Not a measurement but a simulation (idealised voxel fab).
Title: Process Module voxel fin reveal
The width of the displayed cross-section, cut, is 165 nm; its cells are square, with a size of 5 nm.
Cross-section, as written here: a square-cell grid given band by band from the top down, where a band holds one or more rows of cells. This entry defines a band. It first specifies the height of the band's top and the height of its bottom in nm, and then specifies the band's materials from left to right, stating each material with its width in nm. The word "throughout" identifies a single material that fills the band from edge to edge, while the word "blank" identifies empty space. Zero point of the height axis is 0; under it, received wafer = one material. Lowest band: continues down indefinitely, "top 0, no bottom". Think of "30..40" as a width that walks from the first number to the second as you go down the band, top row to bottom row, taking equal-sized steps from row to row. Given "remained the same" for a step, no cell of the cross-section differs between before and after that step. "Unvented cavities": empty spaces of 8 cells or more with no open way to the top, each given as width x height at distance, distance from the left edge, all in nm. Text after the settings on a step's line: the simulator's own remark on that step. On any step carrying a mask, the "overlay nm" setting, if present on the step's line, tells how far right of its planned place the mask lay; negative values point to the left.

The steps planned for the process are as follows
step 1: RECEIVE: material Si
step 2: CONFORMAL_DEP: material SiN, thk nm 10
step 3: PATTERN: tone cover, mask id FINS, material resist, width nm 15, pitch nm 35, thk nm 20, overlay nm 0
step 4: DIRECTIONAL_ETCH: etch materials SiN, depth nm 10
step 5: DIRECTIONAL_ETCH: etch materials Si, depth nm 30
step 6: STRIP: etch materials resist
step 7: FILL_DEP: material SiO2, thk nm 10
step 8: CMP: height nm 10
step 9: SELECTIVE_ETCH: etch materials SiO2, depth nm 25
step 10: STRIP: etch materials SiN

Step 1 complete: cross-section of the wafer as received
  top 0, no bottom  Si throughout
  Unvented cavities: none

First of two wafers, end-of-module section, run followed plan
  top 0, bottom -15  blank 55, then Si 15, then blank 20, then Si 15, then blank 60
  top -15, bottom -30  SiO2 55, then Si 15, then SiO2 20, then Si 15, then SiO2 60
  top -30, no bottom  Si throughout
  Unvented cavities: none

Cross-sectional image of the second wafer of the two following completion of the module. Starting state and process plan were the same as for the first wafer; one execution error occurred
  top 0, bottom -15  blank 55, then Si 15, then blank 20, then Si 15, then blank 60
  top -15, bottom -25  SiO2 30, then blank 25, then Si 15, then blank 20, then Si 15, then blank 25, then SiO2 35
  top -25, bottom -30  SiO2 55, then Si 15, then SiO2 20, then Si 15, then SiO2 60
  top -30, no bottom  Si throughout
  Unvented cavities: none
Run error: contrary to the plan, steps 9 and 10 were processed in exchanged order
Per the end-of-run cell counts, the second wafer holds more or fewer of some materials than the first: -28 SiO2
